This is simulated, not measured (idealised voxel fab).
Process module heading - voxel self aligned vias
Pictured: cross-section cut, 265 nm wide, on a grid of 5 nm square cells.
Notation: cross-section as square-cell grid; stated in bands, top first, going down; one or more cell rows per band. Band: top and bottom heights (nm) first, top before bottom; then materials from left to right, widths in nm. "all across" marks a sole material filling the band edge to edge. "air" denotes empty space. A quick word on heights: they are counted from 0, and under that level the wafer as it came to us is one material throughout. The lowest band is different from the rest in having no bottom; it simply continues downward, written as in "from 0 down". The notation "30 to 40" denotes a width that varies across the rows of cells in the band, beginning at the first number in the top row, finishing at the second number in the bottom row, and changing by an identical amount from each row to the next. It should be understood that the words "same as before", when stated for a given step, signify that the cross-section underwent no change in any of its cells during that step. The list in "Closed void list" covers empty spaces of 8 cells or more that cannot reach the top through any open way, and it gives each as width x height at distance; the distance is from the left edge, and width, height and distance are in nm. after a step's settings: what the simulator itself notes on the step. The "overlay nm" setting may appear on a step's line; for a step that uses a mask, it gives how far to the right of its planned position the mask lay, and a negative value indicates the left.

Steps planned for the process
1) RECEIVE,material Si
2) CONFORMAL_DEP,material SiO2,thk nm 15
3) CONFORMAL_DEP,material SiCN,thk nm 5
4) DIRECTIONAL_DEP,material lowk,thk nm 25
5) DIRECTIONAL_DEP,material aC,thk nm 15
6) PATTERN,tone open,mask id LINES,material resist,width nm 20,pitch nm 60,thk nm 35,overlay nm 0
7) DIRECTIONAL_ETCH,etch materials aC,depth nm 15
8) STRIP,etch materials resist
9) DIRECTIONAL_ETCH,etch materials lowk,depth nm 25
10) STRIP,etch materials aC
11) CONFORMAL_DEP,material TiN,thk nm 5
12) FILL_DEP,material W,thk nm 5
13) CMP,height nm 45
14) SELECTIVE_ETCH,etch materials W Ru TiN,depth nm 10
15) FILL_DEP,material SiN,thk nm 10
16) CMP,height nm 45
17) DIRECTIONAL_DEP,material lowk,thk nm 15
18) DIRECTIONAL_DEP,material aC,thk nm 15
19) PATTERN,tone open,mask id VIAS,material resist,width nm 20,pitch nm 60,thk nm 35,overlay nm 0
20) DIRECTIONAL_ETCH,etch materials aC,depth nm 15
21) STRIP,etch materials resist
22) DIRECTIONAL_ETCH,etch materials lowk,depth nm 15
23) DIRECTIONAL_ETCH,etch materials SiN,depth nm 10
24) STRIP,etch materials aC
25) CONFORMAL_DEP,material TiN,thk nm 5
26) FILL_DEP,material W,thk nm 10
27) CMP,height nm 60
28) CONFORMAL_DEP,material SiN,thk nm 5
For this document, wafers share an identical start and vary in the step 19 width nm; the plan quotes the first wafer's value.

As-received cross-section, first of several wafers, post step 1
* from 0 down = Si all across
* Closed void list: none

Take a look at the first of several wafers in cross-section: the module is done, and step 28 was its last step
* from 65 to 60 = SiN all across
* from 60 to 40 = lowk 60 | TiN 5 | W 10 | TiN 5 | lowk 40 | TiN 5 | W 10 | TiN 5 | lowk 40 | TiN 5 | W 10 | TiN 5 | lowk 65
* from 40 to 35 = lowk 60 | TiN 20 | lowk 40 | TiN 20 | lowk 40 | TiN 20 | lowk 65
* from 35 to 25 = lowk 60 | TiN 5 | W 10 | TiN 5 | lowk 40 | TiN 5 | W 10 | TiN 5 | lowk 40 | TiN 5 | W 10 | TiN 5 | lowk 65
* from 25 to 20 = lowk 60 | TiN 20 | lowk 40 | TiN 20 | lowk 40 | TiN 20 | lowk 65
* from 20 to 15 = SiCN all across
* from 15 to 0 = SiO2 all across
* from 0 down = Si all across
* Closed void list: none

Cross-section of the last wafer at end of module
* from 65 to 60 = SiN all across
* from 60 to 50 = lowk 50 | TiN 5 | W 35 | TiN 5 | lowk 15 | TiN 5 | W 35 | TiN 5 | lowk 15 | TiN 5 | W 35 | TiN 5 | lowk 50
* from 50 to 40 = lowk 50 to 60 | TiN 15 to 5 | W 10 | TiN 20 to 5 | lowk 15 to 40 | TiN 15 to 5 | W 10 | TiN 20 to 5 | lowk 15 to 40 | TiN 15 to 5 | W 10 | TiN 20 to 5 | lowk 50 to 65
* from 40 to 35 = lowk 60 | TiN 20 | lowk 40 | TiN 20 | lowk 40 | TiN 20 | lowk 65
* from 35 to 25 = lowk 60 | TiN 5 | W 10 | TiN 5 | lowk 40 | TiN 5 | W 10 | TiN 5 | lowk 40 | TiN 5 | W 10 | TiN 5 | lowk 65
* from 25 to 20 = lowk 60 | TiN 20 | lowk 40 | TiN 20 | lowk 40 | TiN 20 | lowk 65
* from 20 to 15 = SiCN all across
* from 15 to 0 = SiO2 all across
* from 0 down = Si all across
* Closed void list: none

For your reference, the table is organized with a row per wafer; each row reflects the wafer at the end of the module, indicating for each material the cells gained (+) or lost (-) since receipt, and thereafter its closed voids
width nm 20; +53 SiCN; +53 SiN; +159 SiO2; +60 TiN; +36 W; +328 lowk; Closed void list: none
width nm 25; +53 SiCN; +53 SiN; +159 SiO2; +63 TiN; +42 W; +319 lowk; Closed void list: none
width nm 30; +53 SiCN; +53 SiN; +159 SiO2; +66 TiN; +48 W; +310 lowk; Closed void list: none
width nm 35; +53 SiCN; +53 SiN; +159 SiO2; +69 TiN; +54 W; +301 lowk; Closed void list: none
width nm 40; +53 SiCN; +53 SiN; +159 SiO2; +72 TiN; +60 W; +292 lowk; Closed void list: none
width nm 45; +53 SiCN; +53 SiN; +159 SiO2; +75 TiN; +66 W; +283 lowk; Closed void list: none
